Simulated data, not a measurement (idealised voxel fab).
Process module name: voxel self aligned vias
Section cut is 300 nm wide and gridded with 5 nm square cells.
Bands, listed from the top down, are how a cross-section gets written in this document; the cross-section itself is a grid of square cells, and a band is one or more rows of them. Band: top and bottom heights (nm) first, top before bottom; then materials from left to right, widths in nm. "full width" marks a sole material filling the band edge to edge. "empty" denotes empty space. Measure heights from 0. That's the level where, below it, the as-received wafer is all one material. The lowest band is bottomless and extends downward; write it as in "0 nm and below". It should be noted that a width expressed as "30->40" varies in equal increments from row to row of cells within the band, taking the value of the first number at the top row and that of the second number at the bottom row. "identical to before" for a step: no cell of the cross-section changed in that step. "Closed cavities" lists enclosed empty spaces (at least 8 cells, no open path upward to the top), each as width x height at distance from the left edge, in nm. Where a step's line continues beyond its settings, the continuation is a remark by the simulator itself on that step. overlay nm: for a step with a mask, the amount by which the mask lay right of where it was planned; a negative amount means left of it.
### These are the steps we planned for the process
| 1 | op RECEIVE | material Si |
| 2 | op CONFORMAL_DEP | material SiO2 | thk nm 10 |
| 3 | op CONFORMAL_DEP | material SiCN | thk nm 5 |
| 4 | op DIRECTIONAL_DEP | material SiO2 | thk nm 30 |
| 5 | op DIRECTIONAL_DEP | material aC | thk nm 15 |
| 6 | op PATTERN | tone open | mask id LINES | material resist | width nm 20 | pitch nm 55 | thk nm 30 | overlay nm 0 |
| 7 | op DIRECTIONAL_ETCH | etch materials aC | depth nm 15 |
| 8 | op STRIP | etch materials resist |
| 9 | op DIRECTIONAL_ETCH | etch materials SiO2 | depth nm 30 |
| 10 | op STRIP | etch materials aC |
| 11 | op CONFORMAL_DEP | material TiN | thk nm 5 |
| 12 | op FILL_DEP | material Ru | thk nm 10 |
| 13 | op CMP | height nm 45 |
| 14 | op SELECTIVE_ETCH | etch materials W Ru TiN | depth nm 5 |
| 15 | op FILL_DEP | material SiN | thk nm 5 |
| 16 | op CMP | height nm 45 |
| 17 | op DIRECTIONAL_DEP | material SiO2 | thk nm 15 |
| 18 | op MASKED_ETCH | tone open | mask id VIAS | width nm 30 | pitch nm 55 | etch materials SiO2 | depth nm 15 | overlay nm 0 |
| 19 | op MASKED_ETCH | tone open | mask id VIAS | width nm 30 | pitch nm 55 | etch materials SiN | depth nm 5 | overlay nm 0 |
| 20 | op CONFORMAL_DEP | material TiN | thk nm 5 |
| 21 | op FILL_DEP | material Cu | thk nm 5 |
| 22 | op CMP | height nm 60 |
| 23 | op CONFORMAL_DEP | material SiCN | thk nm 5 |
### Cross-section, incoming material, after step 1
    0 nm and below | Si full width
    Closed cavities: none
### Look at the cross-section after the module: the wafer started out the way shown above and the plan was the one shown above, yet one mistake was made along the way
    65 nm to 60 nm | SiCN full width
    60 nm to 50 nm | SiO2 80; TiN 5; Cu 20; TiN 5; SiO2 25; TiN 5; Cu 20; TiN 5; SiO2 25; TiN 5; Cu 20; TiN 5; SiO2 80
    50 nm to 45 nm | SiO2 80; TiN 10; Cu 5; TiN 15; SiO2 25; TiN 10; Cu 5; TiN 15; SiO2 25; TiN 10; Cu 5; TiN 15; SiO2 80
    45 nm to 40 nm | SiO2 85; TiN 15; SiN 5; SiO2 35; TiN 15; SiN 5; SiO2 35; TiN 15; SiN 5; SiO2 85
    40 nm to 20 nm | SiO2 85; TiN 5; Ru 10; TiN 5; SiO2 35; TiN 5; Ru 10; TiN 5; SiO2 35; TiN 5; Ru 10; TiN 5; SiO2 85
    20 nm to 15 nm | SiO2 85; TiN 20; SiO2 35; TiN 20; SiO2 35; TiN 20; SiO2 85
    15 nm to 10 nm | SiCN full width
    10 nm to 0 nm | SiO2 full width
    0 nm and below | Si full width
    Closed cavities: none
Diagnosis: note that step 19 departed from the planned setting and was carried out as op MASKED_ETCH | tone open | mask id VIAS | width nm 30 | pitch nm 55 | etch materials SiN | depth nm 5 | overlay nm -10
